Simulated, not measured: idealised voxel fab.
process module | voxel gate over fins
We display cut, a cross-section 215 nm in width whose square cells are each 5 nm.
In this document a cross-section is written as a grid of square cells. It is given as a series of bands, listed from the top down, and a band is one or more rows of cells.
First you get the band's top height and its bottom height, in nm, and then the materials it's made of, left to right, with each width in nm. If you see a single material with "full width", that one covers the band edge to edge. "empty" is empty space.
Beneath 0, the wafer as received is one material, and that level is where height counting begins. The lowest band goes on downward without a bottom; it is written like "top 0, no bottom".
The two numbers in a width such as "30..40" mark its ends across the band: the first belongs to the top row of cells, the second to the bottom row, and from each row to the next the width moves by the same amount.
For the purposes of this document, the phrase "no change" attached to a step denotes that no cell within the cross-section was modified by that step.
Empty spaces counting at least 8 cells and having no open way to the top are listed in "Enclosed internal cavities". The notation width x height at distance is used for each, the distance being from the left edge and all three values in nm.
after a step's settings: what the simulator itself notes on the step
On any step carrying a mask, the "overlay nm" setting, if present on the step's line, tells how far right of its planned place the mask lay; negative values point to the left.
## The following list gives the planned process steps
step 1: op RECEIVE | material Si
step 2: op CONFORMAL_DEP | material SiN | thk nm 10
step 3: op DIRECTIONAL_DEP | material aC | thk nm 10
step 4: op PATTERN | tone cover | mask id FINS | material resist | width nm 15 | pitch nm 45 | thk nm 25 | overlay nm 0
step 5: op DIRECTIONAL_ETCH | etch materials aC | depth nm 10
step 6: op STRIP | etch materials resist
step 7: op DIRECTIONAL_ETCH | etch materials SiN | depth nm 10
step 8: op DIRECTIONAL_ETCH | etch materials Si | depth nm 35
step 9: op STRIP | etch materials aC
step 10: op FILL_DEP | material SiO2 | thk nm 15
step 11: op CMP | height nm 10
step 12: op SELECTIVE_ETCH | etch materials SiO2 | depth nm 25
step 13: op STRIP | etch materials SiN
step 14: op CONFORMAL_DEP | material HfO2 | thk nm 5
step 15: op CONFORMAL_DEP | material TiN | thk nm 5
step 16: op FILL_DEP | material W | thk nm 10
step 17: op CMP | height nm 15
step 18: op CONFORMAL_DEP | material SiCN | thk nm 10
## Delivered wafer in cross-section: state after step 1
> top 0, no bottom | Si full width
> Enclosed internal cavities: none
## Cross-section, first of two wafers, end of module, run as planned
> top 25, bottom 15 | SiCN full width
> top 15, bottom 10 | W full width
> top 10, bottom 5 | W=45, TiN=35, W=10, TiN=35, W=10, TiN=35, W=45
> top 5, bottom 0 | W=45, TiN=5, HfO2=25, TiN=5, W=10, TiN=5, HfO2=25, TiN=5, W=10, TiN=5, HfO2=25, TiN=5, W=45
> top 0, bottom -5 | W=45, TiN=5, HfO2=5, Si=15, HfO2=5, TiN=5, W=10, TiN=5, HfO2=5, Si=15, HfO2=5, TiN=5, W=10, TiN=5, HfO2=5, Si=15, HfO2=5, TiN=5, W=45
> top -5, bottom -10 | TiN=50, HfO2=5, Si=15, HfO2=5, TiN=20, HfO2=5, Si=15, HfO2=5, TiN=20, HfO2=5, Si=15, HfO2=5, TiN=50
> top -10, bottom -15 | HfO2=55, Si=15, HfO2=30, Si=15, HfO2=30, Si=15, HfO2=55
> top -15, bottom -35 | SiO2=55, Si=15, SiO2=30, Si=15, SiO2=30, Si=15, SiO2=55
> top -35, no bottom | Si full width
> Enclosed internal cavities: none
## Cross-section of the latter of the two wafers at module completion. It had an identical start and an identical plan to the former; in running it, one mistake was made
> top 25, bottom 15 | SiCN full width
> top 15, bottom 10 | W full width
> top 10, bottom 5 | W=40, TiN=135, W=40
> top 5, bottom 0 | W=40, TiN=5, HfO2=35, TiN=10, HfO2=35, TiN=10, HfO2=35, TiN=5, W=40
> top 0, bottom -5 | W=40, TiN=5, HfO2=5, Si=25, HfO2=5, TiN=10, HfO2=5, Si=25, HfO2=5, TiN=10, HfO2=5, Si=25, HfO2=5, TiN=5, W=40
> top -5, bottom -10 | TiN=45, HfO2=5, Si=25, HfO2=5, TiN=10, HfO2=5, Si=25, HfO2=5, TiN=10, HfO2=5, Si=25, HfO2=5, TiN=45
> top -10, bottom -15 | HfO2=50, Si=25, HfO2=20, Si=25, HfO2=20, Si=25, HfO2=50
> top -15, bottom -35 | SiO2=50, Si=25, SiO2=20, Si=25, SiO2=20, Si=25, SiO2=50
> top -35, no bottom | Si full width
> Enclosed internal cavities: none
Plan not followed: planned and actual differ for step 4; actual: op PATTERN | tone cover | mask id FINS | material resist | width nm 25 | pitch nm 45 | thk nm 25 | overlay nm 0
Once processing is complete, comparing cell counts shows that the second wafer has more or fewer of certain materials than the first: Si: 42 more | SiO2: 24 fewer | W: 18 fewer
